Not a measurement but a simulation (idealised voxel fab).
Herein follows the process module entitled voxel capacitor over wiring.
Pictured: cross-section cut, 220 nm wide, on a grid of 5 nm square cells.
Cross-section = grid of square cells, listed top down in bands; band = one or more rows. Band: top height; bottom height; in nm. Then, left to right: material with width in nm, for each material. "throughout": a single material spanning edge to edge. "blank": empty space. Heights from 0 (as-received wafer is one material below). Bottom band endless downward, as "0 and below". A width given as "30..40" starts at the first number in the band's top row and ends at the second number in its bottom row, shifting by an equal amount at every step from row to row. You'll sometimes find "nothing different" written for a step, and that's the way of saying that nowhere in the cross-section did a cell change during that step. Empty spaces without an open route to the top, at least 8 cells in extent, make up the entry "Sealed void list"; each is given as width x height at distance, where the distance is measured from the left edge, and all are in nm. Past the settings on a step's line: simulator remark, on that step. Regarding "overlay nm": on a step with a mask, it is the distance the mask lay to the right of its planned place; a negative value places it to the left.
## Steps in the process plan
1) RECEIVE (material Si)
2) CONFORMAL_DEP (material SiO2; thk nm 10)
3) DIRECTIONAL_DEP (material TiN; thk nm 5)
4) DIRECTIONAL_DEP (material Ru; thk nm 15)
5) DIRECTIONAL_DEP (material aC; thk nm 15)
6) PATTERN (tone cover; mask id METAL_1; material resist; width nm 30; pitch nm 90; thk nm 35; overlay nm 0)
7) DIRECTIONAL_ETCH (etch materials aC; depth nm 15)
8) STRIP (etch materials resist)
9) DIRECTIONAL_ETCH (etch materials Ru; depth nm 15)
10) DIRECTIONAL_ETCH (etch materials TiN; depth nm 5)
11) STRIP (etch materials aC)
12) CONFORMAL_DEP (material SiN; thk nm 5)
13) FILL_DEP (material lowk; thk nm 5)
14) CMP (height nm 30)
15) CONFORMAL_DEP (material SiCN; thk nm 5)
16) DIRECTIONAL_DEP (material SiO2; thk nm 10)
17) PATTERN (tone open; mask id PLUG_1; material resist; width nm 15; thk nm 15; overlay nm 0)
18) DIRECTIONAL_ETCH (etch materials SiO2; depth nm 10)
19) DIRECTIONAL_ETCH (etch materials SiCN; depth nm 5)
20) STRIP (etch materials resist)
21) CONFORMAL_DEP (material TiN; thk nm 5)
22) FILL_DEP (material Cu; thk nm 5)
23) CMP (height nm 45)
24) DIRECTIONAL_DEP (material TiN; thk nm 10)
25) DIRECTIONAL_DEP (material SiN; thk nm 5)
26) DIRECTIONAL_DEP (material TiN; thk nm 5)
27) MASKED_ETCH (tone cover; mask id UPPER_PLATE; width nm 65; etch materials TiN; depth nm 5; overlay nm 0)
28) MASKED_ETCH (tone cover; mask id UPPER_PLATE; width nm 65; etch materials SiN; depth nm 5; overlay nm 0)
29) DIRECTIONAL_DEP (material aC; thk nm 15)
30) PATTERN (tone cover; mask id LOWER_PLATE; material resist; width nm 75; thk nm 35; overlay nm 0)
31) DIRECTIONAL_ETCH (etch materials aC; depth nm 15)
32) STRIP (etch materials resist)
33) DIRECTIONAL_ETCH (etch materials TiN; depth nm 10)
34) STRIP (etch materials aC)
35) FILL_DEP (material SiO2; thk nm 15)
36) CMP (height nm 75)
37) MASKED_ETCH (tone open; mask id PLUG_2; width nm 15; etch materials SiO2; depth nm 10; overlay nm 0)
38) CONFORMAL_DEP (material TiN; thk nm 5)
39) FILL_DEP (material Ru; thk nm 5)
40) CMP (height nm 75)
41) CONFORMAL_DEP (material SiCN; thk nm 5)
## Cross-sectional view of the wafer in its as-received condition, corresponding to the state after step 1
> 0 and below = Si throughout
> Sealed void list: none
## Final cross-section, module run with one mistake (start and plan as above)
> 80 down to 75 = SiCN throughout
> 75 down to 70 = 70 of Ru  5 of TiN  15 of SiO2  5 of TiN  125 of Ru
> 70 down to 65 = 75 of TiN  15 of SiO2  130 of TiN
> 65 down to 60 = 65 of SiO2  65 of TiN  90 of SiO2
> 60 down to 55 = 65 of SiO2  65 of SiN  90 of SiO2
> 55 down to 45 = 60 of SiO2  75 of TiN  85 of SiO2
> 45 down to 35 = 65 of SiO2  5 of TiN  5 of Cu  5 of TiN  140 of SiO2
> 35 down to 30 = 65 of SiCN  15 of TiN  140 of SiCN
> 30 down to 15 = 45 of lowk  5 of SiN  30 of Ru  5 of SiN  50 of lowk  5 of SiN  30 of Ru  5 of SiN  45 of lowk
> 15 down to 10 = 50 of SiN  30 of TiN  60 of SiN  30 of TiN  50 of SiN
> 10 down to 0 = SiO2 throughout
> 0 and below = Si throughout
> Sealed void list: none
Want to know what went wrong? not per plan at step 37, really ran MASKED_ETCH (tone cover; mask id PLUG_2; width nm 15; etch materials SiO2; depth nm 10; overlay nm 0)
